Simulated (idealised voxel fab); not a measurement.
Presented below is a process module, voxel transistor to metal.
Square cells of 5 nm make up the cross-section cut, whose width is 145 nm.
Think of the cross-section as a grid of square cells. We describe it in bands, top to bottom, and each band covers one or more rows of those cells.
Heights first: top, then bottom, in nm. Then materials, left to right, each with a width in nm. "throughout" on a single material: fills the band edge to edge. "empty": empty space.
Counting heights begins at 0, where everything beneath is, in the wafer as received, one material. The lowest band has no bottom; it goes on downwards, as "0 -> down" shows.
With a width like "30->40", each row of cells in the band differs from the next by the same amount, the top row carrying the first number and the bottom row the second.
When a step is marked "left unchanged", none of the cells in the cross-section changed during that step.
In the "Closed void register" entry, you get each enclosed empty space of 8 cells or more, one with no open way to the top, written width x height at distance, distance from the left edge, in nm.
Anything after a step's settings on that line? It's the simulator's own note about the step.
Each step line may optionally specify "overlay nm", which for a step with a mask gives the rightward distance between the mask's planned place and where it lay, a negative value indicating the leftward direction.
# This section lists the process steps that were planned
1,RECEIVE with material Si
2,CONFORMAL_DEP with material SiO2, thk nm 5
3,CONFORMAL_DEP with material SiN, thk nm 10
4,MASKED_ETCH with tone cover, mask id ACTIVE, width nm 95, etch materials SiN, depth nm 10, overlay nm 0
5,MASKED_ETCH with tone cover, mask id ACTIVE, width nm 95, etch materials SiO2, depth nm 5, overlay nm 0
6,MASKED_ETCH with tone cover, mask id ACTIVE, width nm 95, etch materials Si, depth nm 35, overlay nm 0
7,OXIDIZE with depth nm 5
8,FILL_DEP with material SiO2, thk nm 15
9,CMP with height nm 15
10,SELECTIVE_ETCH with etch materials SiO2, depth nm 10
11,STRIP with etch materials SiN
12,SELECTIVE_ETCH with etch materials SiO2, depth nm 5
13,OXIDIZE with depth nm 5
14,DIRECTIONAL_DEP with material polySi, thk nm 30
15,DIRECTIONAL_DEP with material SiCN, thk nm 10
16,MASKED_ETCH with tone cover, mask id GATE, width nm 25, etch materials SiCN, depth nm 20, overlay nm 0
17,MASKED_ETCH with tone cover, mask id GATE, width nm 25, etch materials polySi, depth nm 40, overlay nm 0
18,CONFORMAL_DEP with material SiN, thk nm 5
19,DIRECTIONAL_ETCH with etch materials SiN, depth nm 5
20,DIRECTIONAL_ETCH with etch materials SiO2, depth nm 5
21,EPI with material SiGe, thk nm 5
22,FILL_DEP with material SiO2, thk nm 5
23,CMP with height nm 40
24,DIRECTIONAL_DEP with material SiO2, thk nm 10
25,PATTERN with tone open, mask id CONTACT, material resist, width nm 15, pitch nm 70, thk nm 20, overlay nm 0
26,DIRECTIONAL_ETCH with etch materials SiO2, depth nm 50
27,STRIP with etch materials resist
28,CONFORMAL_DEP with material TiN, thk nm 5
29,FILL_DEP with material W, thk nm 10
30,CMP with height nm 50
31,CONFORMAL_DEP with material SiCN, thk nm 5
32,DIRECTIONAL_DEP with material lowk, thk nm 25
33,DIRECTIONAL_DEP with material aC, thk nm 15
34,PATTERN with tone open, mask id METAL_1, material resist, width nm 15, pitch nm 70, thk nm 30, overlay nm 0
35,DIRECTIONAL_ETCH with etch materials aC, depth nm 15
36,STRIP with etch materials resist
37,DIRECTIONAL_ETCH with etch materials lowk, depth nm 25
38,DIRECTIONAL_ETCH with etch materials SiCN, depth nm 5
39,STRIP with etch materials aC
40,CONFORMAL_DEP with material TiN, thk nm 5
41,FILL_DEP with material Ru, thk nm 10
42,CMP with height nm 80
43,CONFORMAL_DEP with material SiCN, thk nm 5
44,DIRECTIONAL_DEP with material lowk, thk nm 35
45,PATTERN with tone open, mask id METAL_2, material resist, width nm 15, pitch nm 70, thk nm 15, overlay nm 0
46,DIRECTIONAL_ETCH with etch materials lowk, depth nm 20
47,STRIP with etch materials resist
48,MASKED_ETCH with tone open, mask id METAL_2_HOLES, width nm 15, pitch nm 70, etch materials lowk, depth nm 15, overlay nm 0
49,MASKED_ETCH with tone open, mask id METAL_2_HOLES, width nm 15, pitch nm 70, etch materials SiCN, depth nm 5, overlay nm 0
50,CONFORMAL_DEP with material TiN, thk nm 5
51,FILL_DEP with material Ru, thk nm 10
52,CMP with height nm 120
53,CONFORMAL_DEP with material SiN, thk nm 5
# Cross-section: wafer on arrival = after step 1
* 0 -> down  Si throughout
* Closed void register: none
# first wafer at the end, as planned
* 125 -> 120  SiN throughout
* 120 -> 85  30 lowk | 5 TiN | 5 Ru | 5 TiN | 55 lowk | 5 TiN | 5 Ru | 5 TiN | 30 lowk
* 85 -> 80  30 SiCN | 15 TiN | 55 SiCN | 15 TiN | 30 SiCN
* 80 -> 55  30 lowk | 5 TiN | 5 Ru | 5 TiN | 55 lowk | 5 TiN | 5 Ru | 5 TiN | 30 lowk
* 55 -> 50  30 SiCN | 15 TiN | 55 SiCN | 15 TiN | 30 SiCN
* 50 -> 40  30 SiO2 | 5 TiN | 5 W | 5 TiN | 55 SiO2 | 5 TiN | 5 W | 5 TiN | 30 SiO2
* 40 -> 30  30 SiO2 | 5 TiN | 5 W | 5 TiN | 10 SiO2 | 5 SiN | 25 SiCN | 5 SiN | 10 SiO2 | 5 TiN | 5 W | 5 TiN | 30 SiO2
* 30 -> 5  30 SiO2 | 5 TiN | 5 W | 5 TiN | 10 SiO2 | 5 SiN | 25 polySi | 5 SiN | 10 SiO2 | 5 TiN | 5 W | 5 TiN | 30 SiO2
* 5 -> 0  30 SiO2 | 15 TiN | 10 SiO2 | 5 SiN | 25 polySi | 5 SiN | 10 SiO2 | 15 TiN | 30 SiO2
* 0 -> -5  25 SiO2 | 30 SiGe | 35 SiO2 | 30 SiGe | 25 SiO2
* -5 -> -40  30 SiO2 | 85 Si | 30 SiO2
* -40 -> down  Si throughout
* Closed void register: none
# Second wafer through the module, sectioned at the end: same beginning and same plan as the first wafer, with one mistake in carrying it out
* 125 -> 120  SiN throughout
* 120 -> 85  30 lowk | 5 TiN | 5 Ru | 5 TiN | 55 lowk | 5 TiN | 5 Ru | 5 TiN | 30 lowk
* 85 -> 80  30 SiCN | 15 TiN | 55 SiCN | 15 TiN | 30 SiCN
* 80 -> 55  30 lowk | 5 TiN | 5 Ru | 5 TiN | 55 lowk | 5 TiN | 5 Ru | 5 TiN | 30 lowk
* 55 -> 50  30 SiCN | 15 TiN | 55 SiCN | 15 TiN | 30 SiCN
* 50 -> 40  30 SiO2 | 5 TiN | 10 W | 5 TiN | 50 SiO2 | 5 TiN | 10 W | 5 TiN | 25 SiO2
* 40 -> 30  30 SiO2 | 5 TiN | 10 W | 5 TiN | 5 SiO2 | 5 SiN | 25 SiCN | 5 SiN | 10 SiO2 | 5 TiN | 10 W | 5 TiN | 25 SiO2
* 30 -> 5  30 SiO2 | 5 TiN | 10 W | 5 TiN | 5 SiO2 | 5 SiN | 25 polySi | 5 SiN | 10 SiO2 | 5 TiN | 10 W | 5 TiN | 25 SiO2
* 5 -> 0  30 SiO2 | 20 TiN | 5 SiO2 | 5 SiN | 25 polySi | 5 SiN | 10 SiO2 | 20 TiN | 25 SiO2
* 0 -> -5  25 SiO2 | 30 SiGe | 35 SiO2 | 30 SiGe | 25 SiO2
* -5 -> -40  30 SiO2 | 85 Si | 30 SiO2
* -40 -> down  Si throughout
* Closed void register: none
Nonconformance to the process plan: in deviation from the planned setting, step 25 was conducted as PATTERN with tone open, mask id CONTACT, material resist, width nm 20, pitch nm 70, thk nm 20, overlay nm 0
Counted in cells at the end, the second wafer holds more or fewer of these materials than the first: -20 SiO2 | +2 TiN | +18 W
